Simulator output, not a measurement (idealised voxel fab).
Proc. module: voxel self aligned vias
Cross-sectional view cut (width: 215 nm; square cell size: 5 nm).
Cross-sections here: square-cell grids, written as top-down lists of bands, a band being one or more rows of cells. Heads up on the band format: heights come first, top then bottom, in nm. After that it's the materials left to right, each with its width in nm. A single material flagged "everywhere" fills the whole band edge to edge, and "blank" means there's empty space there. Heights from 0 (as-received wafer is one material below). Bottom band endless downward, as "0 down". The notation "30->40" denotes a width that varies across the rows of cells in the band, beginning at the first number in the top row, finishing at the second number in the bottom row, and changing by an identical amount from each row to the next. It should be understood that the words "no modifications", when stated for a given step, signify that the cross-section underwent no change in any of its cells during that step. Entry "Encapsulated voids" = empty spaces >= 8 cells with no open way to the top; each as width x height at distance, distance from left edge, all nm. Post-settings text on a step line: simulator's own remark regarding the step. The setting "overlay nm" may be written on the line of a step. When the step uses a mask, the value reports how far to the right of the planned place the mask lay, and a negative value reports that it lay to the left.
The following list gives the planned process steps:
- 1: RECEIVE (material Si)
- 2: CONFORMAL_DEP (material SiO2; thk nm 10)
- 3: CONFORMAL_DEP (material SiCN; thk nm 5)
- 4: DIRECTIONAL_DEP (material lowk; thk nm 20)
- 5: MASKED_ETCH (tone open; mask id LINES; width nm 30; pitch nm 60; etch materials lowk; depth nm 20; overlay nm 0)
- 6: CONFORMAL_DEP (material TiN; thk nm 5)
- 7: FILL_DEP (material W; thk nm 5)
- 8: CMP (height nm 35)
- 9: SELECTIVE_ETCH (etch materials W Ru TiN; depth nm 10)
- 10: FILL_DEP (material SiN; thk nm 10)
- 11: CMP (height nm 35)
- 12: DIRECTIONAL_DEP (material lowk; thk nm 20)
- 13: PATTERN (tone open; mask id VIAS; material resist; width nm 40; pitch nm 60; thk nm 15; overlay nm 0)
- 14: DIRECTIONAL_ETCH (etch materials lowk; depth nm 20)
- 15: DIRECTIONAL_ETCH (etch materials SiN; depth nm 10)
- 16: STRIP (etch materials resist)
- 17: CONFORMAL_DEP (material TiN; thk nm 5)
- 18: FILL_DEP (material Cu; thk nm 10)
- 19: CMP (height nm 55)
- 20: CONFORMAL_DEP (material SiCN; thk nm 5)
As-received state of the wafer in cross-section, equivalent to post-step 1:
	0 down: Si everywhere
	Encapsulated voids: none
Cross-sectional view of the first of the two wafers upon completion of the module, processed in accordance with the plan:
	60 to 55: SiCN everywhere
	55 to 40: 25 of lowk; 5 of TiN; 30 of Cu; 5 of TiN; 20 of lowk; 5 of TiN; 30 of Cu; 5 of TiN; 20 of lowk; 5 of TiN; 30 of Cu; 5 of TiN; 30 of lowk
	40 to 30: 25->30 of lowk; 10->5 of TiN; 20 of Cu; 10->5 of TiN; 20->30 of lowk; 10->5 of TiN; 20 of Cu; 10->5 of TiN; 20->30 of lowk; 10->5 of TiN; 20 of Cu; 10->5 of TiN; 30->35 of lowk
	30 to 25: 30 of lowk; 30 of TiN; 30 of lowk; 30 of TiN; 30 of lowk; 30 of TiN; 35 of lowk
	25 to 20: 30 of lowk; 5 of TiN; 20 of W; 5 of TiN; 30 of lowk; 5 of TiN; 20 of W; 5 of TiN; 30 of lowk; 5 of TiN; 20 of W; 5 of TiN; 35 of lowk
	20 to 15: 30 of lowk; 30 of TiN; 30 of lowk; 30 of TiN; 30 of lowk; 30 of TiN; 35 of lowk
	15 to 10: SiCN everywhere
	10 to 0: SiO2 everywhere
	0 down: Si everywhere
	Encapsulated voids: none
End of module, second wafer, cross-section. Started like the first, planned like the first, run with one mistake:
	60 to 55: SiCN everywhere
	55 to 50: 25 of lowk; 15 of TiN; 10 of Cu; 15 of TiN; 20 of lowk; 15 of TiN; 10 of Cu; 15 of TiN; 20 of lowk; 15 of TiN; 10 of Cu; 15 of TiN; 30 of lowk
	50 to 35: 25 of lowk; 40 of TiN; 20 of lowk; 40 of TiN; 20 of lowk; 40 of TiN; 30 of lowk
	35 to 25: 30 of lowk; 30 of TiN; 30 of lowk; 30 of TiN; 30 of lowk; 30 of TiN; 35 of lowk
	25 to 20: 30 of lowk; 5 of TiN; 20 of W; 5 of TiN; 30 of lowk; 5 of TiN; 20 of W; 5 of TiN; 30 of lowk; 5 of TiN; 20 of W; 5 of TiN; 35 of lowk
	20 to 15: 30 of lowk; 30 of TiN; 30 of lowk; 30 of TiN; 30 of lowk; 30 of TiN; 35 of lowk
	15 to 10: SiCN everywhere
	10 to 0: SiO2 everywhere
	0 down: Si everywhere
	Encapsulated voids: none
Run error: off-plan run, step 17, actual operation and settings CONFORMAL_DEP (material TiN; thk nm 15)
The closing comparison, in cells, has the second wafer with more or fewer of some materials than the first: Cu -72; TiN +72
